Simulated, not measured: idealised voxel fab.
This section sets out a process module, namely voxel gate over fins.
FYI the section here is cut, 245 nm wide, cells are 5 nm squares.
Each cross-section below is a grid of square cells, stated as bands in top-down order, with one or more rows of cells making up each band.
Per band: top height and bottom height in nm, followed by the left-to-right materials and their widths in nm; "all across" marks a single material spanning edge to edge, "blank" marks empty space.
Heads up on the height convention: 0 is the point under which the incoming wafer is all one material, and the lowest band has no bottom, it just keeps going down, like "0 nm and below".
A width given as "30..40" starts at the first number in the band's top row and ends at the second number in its bottom row, shifting by an equal amount at every step from row to row.
Any step labelled "everything unchanged" changed none of the cells in the cross-section.
"Voids, fully enclosed" contains a list of empty spaces, each no smaller than 8 cells and without an open way to the top, written in the form width x height at distance with the distance from the left edge and all three in nm.
Step line, after settings: the simulator's comment on this step.
overlay nm: right-of-plan distance of the mask on a masked step; negative values mean left-of-plan.

So here's the lineup of process steps we planned
1,RECEIVE with material Si
2,CONFORMAL_DEP with material SiN, thk nm 10
3,PATTERN with tone cover, mask id FINS, material resist, width nm 15, pitch nm 50, thk nm 15, overlay nm 0
4,DIRECTIONAL_ETCH with etch materials SiN, depth nm 10
5,DIRECTIONAL_ETCH with etch materials Si, depth nm 40
6,STRIP with etch materials resist
7,FILL_DEP with material SiO2, thk nm 10
8,CMP with height nm 10
9,PATTERN with tone open, mask id RAIL, material resist, width nm 15, thk nm 15, overlay nm 0
10,DIRECTIONAL_ETCH with etch materials SiO2, depth nm 45
11,STRIP with etch materials resist
12,CONFORMAL_DEP with material TiN, thk nm 5
13,FILL_DEP with material W, thk nm 10
14,CMP with height nm 10
15,SELECTIVE_ETCH with etch materials W Ru TiN, depth nm 30
16,FILL_DEP with material SiO2, thk nm 5
17,CMP with height nm 10
18,SELECTIVE_ETCH with etch materials SiO2, depth nm 20
19,STRIP with etch materials SiN
20,CONFORMAL_DEP with material HfO2, thk nm 5
21,CONFORMAL_DEP with material TiN, thk nm 5
22,CONFORMAL_DEP with material TiAl, thk nm 5
23,CONFORMAL_DEP with material TiN, thk nm 5
24,FILL_DEP with material W, thk nm 10
25,CMP with height nm 25
26,CONFORMAL_DEP with material SiN, thk nm 10

First of the two wafers, run per plan

Incoming wafer in cross-section (state: after step 1)
* 0 nm and below: Si all across
* Voids, fully enclosed: none

The wafer in cross-section once step 2 is complete
* 10 nm to 0 nm: SiN all across
* Below 0 it's all the same as before, nothing changed down there.

The wafer in cross-section once step 3 is complete
* 25 nm to 10 nm: blank (65) | resist (15) | blank (35) | resist (15) | blank (35) | resist (15) | blank (65)
* Below 10 it's all the same as before, nothing changed down there.

The wafer in cross-section once step 4 is complete
* 25 nm to 10 nm: blank (65) | resist (15) | blank (35) | resist (15) | blank (35) | resist (15) | blank (65)
* 10 nm to 0 nm: blank (65) | SiN (15) | blank (35) | SiN (15) | blank (35) | SiN (15) | blank (65)
* Below 0 it's all the same as before, nothing changed down there.

The wafer in cross-section once step 5 is complete
* 25 nm to 10 nm: blank (65) | resist (15) | blank (35) | resist (15) | blank (35) | resist (15) | blank (65)
* 10 nm to 0 nm: blank (65) | SiN (15) | blank (35) | SiN (15) | blank (35) | SiN (15) | blank (65)
* 0 nm to -40 nm: blank (65) | Si (15) | blank (35) | Si (15) | blank (35) | Si (15) | blank (65)
* Below -40 it's all the same as before, nothing changed down there.

The wafer in cross-section once step 6 is complete
* 10 nm to 0 nm: blank (65) | SiN (15) | blank (35) | SiN (15) | blank (35) | SiN (15) | blank (65)
* Below 0 it's all the same as before, nothing changed down there.

The wafer in cross-section once step 7 is complete
* 20 nm to 10 nm: SiO2 all across
* 10 nm to 0 nm: SiO2 (65) | SiN (15) | SiO2 (35) | SiN (15) | SiO2 (35) | SiN (15) | SiO2 (65)
* 0 nm to -40 nm: SiO2 (65) | Si (15) | SiO2 (35) | Si (15) | SiO2 (35) | Si (15) | SiO2 (65)
* Below -40 it's all the same as before, nothing changed down there.

The wafer in cross-section once step 8 is complete
* 10 nm to 0 nm: SiO2 (65) | SiN (15) | SiO2 (35) | SiN (15) | SiO2 (35) | SiN (15) | SiO2 (65)
* Below 0 it's all the same as before, nothing changed down there.

The wafer in cross-section once step 9 is complete
* 25 nm to 10 nm: resist (90) | blank (15) | resist (140)
* Below 10 it's all the same as before, nothing changed down there.

The wafer in cross-section once step 10 is complete
* 25 nm to 10 nm: resist (90) | blank (15) | resist (140)
* 10 nm to 0 nm: SiO2 (65) | SiN (15) | SiO2 (10) | blank (15) | SiO2 (10) | SiN (15) | SiO2 (35) | SiN (15) | SiO2 (65)
* 0 nm to -35 nm: SiO2 (65) | Si (15) | SiO2 (10) | blank (15) | SiO2 (10) | Si (15) | SiO2 (35) | Si (15) | SiO2 (65)
* Below -35 it's all the same as before, nothing changed down there.

The wafer in cross-section once step 11 is complete
* 10 nm to 0 nm: SiO2 (65) | SiN (15) | SiO2 (10) | blank (15) | SiO2 (10) | SiN (15) | SiO2 (35) | SiN (15) | SiO2 (65)
* Below 0 it's all the same as before, nothing changed down there.

The wafer in cross-section once step 12 is complete
* 15 nm to 10 nm: TiN (95) | blank (5) | TiN (145)
* 10 nm to 0 nm: SiO2 (65) | SiN (15) | SiO2 (10) | TiN (5) | blank (5) | TiN (5) | SiO2 (10) | SiN (15) | SiO2 (35) | SiN (15) | SiO2 (65)
* 0 nm to -30 nm: SiO2 (65) | Si (15) | SiO2 (10) | TiN (5) | blank (5) | TiN (5) | SiO2 (10) | Si (15) | SiO2 (35) | Si (15) | SiO2 (65)
* -30 nm to -35 nm: SiO2 (65) | Si (15) | SiO2 (10) | TiN (15) | SiO2 (10) | Si (15) | SiO2 (35) | Si (15) | SiO2 (65)
* Below -35 it's all the same as before, nothing changed down there.

The wafer in cross-section once step 13 is complete
* 25 nm to 15 nm: W all across
* 15 nm to 10 nm: TiN (95) | W (5) | TiN (145)
* 10 nm to 0 nm: SiO2 (65) | SiN (15) | SiO2 (10) | TiN (5) | W (5) | TiN (5) | SiO2 (10) | SiN (15) | SiO2 (35) | SiN (15) | SiO2 (65)
* 0 nm to -30 nm: SiO2 (65) | Si (15) | SiO2 (10) | TiN (5) | W (5) | TiN (5) | SiO2 (10) | Si (15) | SiO2 (35) | Si (15) | SiO2 (65)
* Below -30 it's all the same as before, nothing changed down there.

The wafer in cross-section once step 14 is complete
* 10 nm to 0 nm: SiO2 (65) | SiN (15) | SiO2 (10) | TiN (5) | W (5) | TiN (5) | SiO2 (10) | SiN (15) | SiO2 (35) | SiN (15) | SiO2 (65)
* Below 0 it's all the same as before, nothing changed down there.

The wafer in cross-section once step 15 is complete
* 10 nm to 0 nm: SiO2 (65) | SiN (15) | SiO2 (10) | blank (15) | SiO2 (10) | SiN (15) | SiO2 (35) | SiN (15) | SiO2 (65)
* 0 nm to -20 nm: SiO2 (65) | Si (15) | SiO2 (10) | blank (15) | SiO2 (10) | Si (15) | SiO2 (35) | Si (15) | SiO2 (65)
* Below -20 it's all the same as before, nothing changed down there.

The wafer in cross-section once step 16 is complete
* 15 nm to 10 nm: SiO2 all across
* 10 nm to 0 nm: SiO2 (65) | SiN (15) | SiO2 (35) | SiN (15) | SiO2 (35) | SiN (15) | SiO2 (65)
* 0 nm to -20 nm: SiO2 (65) | Si (15) | SiO2 (35) | Si (15) | SiO2 (35) | Si (15) | SiO2 (65)
* Below -20 it's all the same as before, nothing changed down there.

The wafer in cross-section once step 17 is complete
* 10 nm to 0 nm: SiO2 (65) | SiN (15) | SiO2 (35) | SiN (15) | SiO2 (35) | SiN (15) | SiO2 (65)
* Below 0 it's all the same as before, nothing changed down there.

The wafer in cross-section once step 18 is complete
* 10 nm to 0 nm: blank (65) | SiN (15) | blank (35) | SiN (15) | blank (35) | SiN (15) | blank (65)
* 0 nm to -10 nm: blank (65) | Si (15) | blank (35) | Si (15) | blank (35) | Si (15) | blank (65)
* Below -10 it's all the same as before, nothing changed down there.

The wafer in cross-section once step 19 is complete
* 0 nm to -10 nm: blank (65) | Si (15) | blank (35) | Si (15) | blank (35) | Si (15) | blank (65)
* Below -10 it's all the same as before, nothing changed down there.

The wafer in cross-section once step 20 is complete
* 5 nm to 0 nm: blank (60) | HfO2 (25) | blank (25) | HfO2 (25) | blank (25) | HfO2 (25) | blank (60)
* 0 nm to -5 nm: blank (60) | HfO2 (5) | Si (15) | HfO2 (5) | blank (25) | HfO2 (5) | Si (15) | HfO2 (5) | blank (25) | HfO2 (5) | Si (15) | HfO2 (5) | blank (60)
* -5 nm to -10 nm: HfO2 (65) | Si (15) | HfO2 (35) | Si (15) | HfO2 (35) | Si (15) | HfO2 (65)
* Below -10 it's all the same as before, nothing changed down there.

The wafer in cross-section once step 21 is complete
* 10 nm to 5 nm: blank (55) | TiN (35) | blank (15) | TiN (35) | blank (15) | TiN (35) | blank (55)
* 5 nm to 0 nm: blank (55) | TiN (5) | HfO2 (25) | TiN (5) | blank (15) | TiN (5) | HfO2 (25) | TiN (5) | blank (15) | TiN (5) | HfO2 (25) | TiN (5) | blank (55)
* 0 nm to -5 nm: TiN (60) | HfO2 (5) | Si (15) | HfO2 (5) | TiN (25) | HfO2 (5) | Si (15) | HfO2 (5) | TiN (25) | HfO2 (5) | Si (15) | HfO2 (5) | TiN (60)
* Below -5 it's all the same as before, nothing changed down there.

The wafer in cross-section once step 22 is complete
* 15 nm to 10 nm: blank (50) | TiAl (45) | blank (5) | TiAl (45) | blank (5) | TiAl (45) | blank (50)
* 10 nm to 5 nm: blank (50) | TiAl (5) | TiN (35) | TiAl (5) | blank (5) | TiAl (5) | TiN (35) | TiAl (5) | blank (5) | TiAl (5) | TiN (35) | TiAl (5) | blank (50)
* 5 nm to 0 nm: TiAl (55) | TiN (5) | HfO2 (25) | TiN (5) | TiAl (15) | TiN (5) | HfO2 (25) | TiN (5) | TiAl (15) | TiN (5) | HfO2 (25) | TiN (5) | TiAl (55)
* Below 0 it's all the same as before, nothing changed down there.

The wafer in cross-section once step 23 is complete
* 20 nm to 15 nm: blank (45) | TiN (155) | blank (45)
* 15 nm to 10 nm: blank (45) | TiN (5) | TiAl (45) | TiN (5) | TiAl (45) | TiN (5) | TiAl (45) | TiN (5) | blank (45)
* 10 nm to 5 nm: TiN (50) | TiAl (5) | TiN (35) | TiAl (5) | TiN (5) | TiAl (5) | TiN (35) | TiAl (5) | TiN (5) | TiAl (5) | TiN (35) | TiAl (5) | TiN (50)
* Below 5 it's all the same as before, nothing changed down there.

The wafer in cross-section once step 24 is complete
* 30 nm to 20 nm: W all across
* 20 nm to 15 nm: W (45) | TiN (155) | W (45)
* 15 nm to 10 nm: W (45) | TiN (5) | TiAl (45) | TiN (5) | TiAl (45) | TiN (5) | TiAl (45) | TiN (5) | W (45)
* Below 10 it's all the same as before, nothing changed down there.

The wafer in cross-section once step 25 is complete
* 25 nm to 20 nm: W all across
* Below 20 it's all the same as before, nothing changed down there.

The wafer in cross-section once step 26 is complete
* 35 nm to 25 nm: SiN all across
* Below 25 it's all the same as before, nothing changed down there.

Wafer two of the pair: same origin, same plan, one error during the run; identical to wafer one up to and including step 19

Second wafer shown in cross-section at the time step 20 was slated to end
* 5 nm to 0 nm: blank (60) | TiN (25) | blank (25) | TiN (25) | blank (25) | TiN (25) | blank (60)
* 0 nm to -5 nm: blank (60) | TiN (5) | Si (15) | TiN (5) | blank (25) | TiN (5) | Si (15) | TiN (5) | blank (25) | TiN (5) | Si (15) | TiN (5) | blank (60)
* -5 nm to -10 nm: TiN (65) | Si (15) | TiN (35) | Si (15) | TiN (35) | Si (15) | TiN (65)
* Below -10 it's all the same as before, nothing changed down there.

Second wafer shown in cross-section at the time step 21 was slated to end
* 10 nm to 5 nm: blank (55) | HfO2 (35) | blank (15) | HfO2 (35) | blank (15) | HfO2 (35) | blank (55)
* 5 nm to 0 nm: blank (55) | HfO2 (5) | TiN (25) | HfO2 (5) | blank (15) | HfO2 (5) | TiN (25) | HfO2 (5) | blank (15) | HfO2 (5) | TiN (25) | HfO2 (5) | blank (55)
* 0 nm to -5 nm: HfO2 (60) | TiN (5) | Si (15) | TiN (5) | HfO2 (25) | TiN (5) | Si (15) | TiN (5) | HfO2 (25) | TiN (5) | Si (15) | TiN (5) | HfO2 (60)
* Below -5 it's all the same as before, nothing changed down there.

Second wafer shown in cross-section at the time step 22 was slated to end
* 15 nm to 10 nm: blank (50) | TiAl (45) | blank (5) | TiAl (45) | blank (5) | TiAl (45) | blank (50)
* 10 nm to 5 nm: blank (50) | TiAl (5) | HfO2 (35) | TiAl (5) | blank (5) | TiAl (5) | HfO2 (35) | TiAl (5) | blank (5) | TiAl (5) | HfO2 (35) | TiAl (5) | blank (50)
* 5 nm to 0 nm: TiAl (55) | HfO2 (5) | TiN (25) | HfO2 (5) | TiAl (15) | HfO2 (5) | TiN (25) | HfO2 (5) | TiAl (15) | HfO2 (5) | TiN (25) | HfO2 (5) | TiAl (55)
* Below 0 it's all the same as before, nothing changed down there.

Second wafer shown in cross-section at the time step 23 was slated to end
* 20 nm to 15 nm: blank (45) | TiN (155) | blank (45)
* 15 nm to 10 nm: blank (45) | TiN (5) | TiAl (45) | TiN (5) | TiAl (45) | TiN (5) | TiAl (45) | TiN (5) | blank (45)
* 10 nm to 5 nm: TiN (50) | TiAl (5) | HfO2 (35) | TiAl (5) | TiN (5) | TiAl (5) | HfO2 (35) | TiAl (5) | TiN (5) | TiAl (5) | HfO2 (35) | TiAl (5) | TiN (50)
* Below 5 it's all the same as before, nothing changed down there.

Second wafer shown in cross-section at the time step 24 was slated to end
* 30 nm to 20 nm: W all across
* 20 nm to 15 nm: W (45) | TiN (155) | W (45)
* 15 nm to 10 nm: W (45) | TiN (5) | TiAl (45) | TiN (5) | TiAl (45) | TiN (5) | TiAl (45) | TiN (5) | W (45)
* Below 10 it's all the same as before, nothing changed down there.

Second wafer shown in cross-section at the time step 25 was slated to end
* 25 nm to 20 nm: W all across
* Below 20 it's all the same as before, nothing changed down there.

Second wafer shown in cross-section at the time step 26 was slated to end
* 35 nm to 25 nm: SiN all across
* Below 25 it's all the same as before, nothing changed down there.
what went wrong: steps 20 and 21: order swapped relative to plan
So at the finish, the second wafer's got exactly as many cells of each material as the first, just not in the same spots.
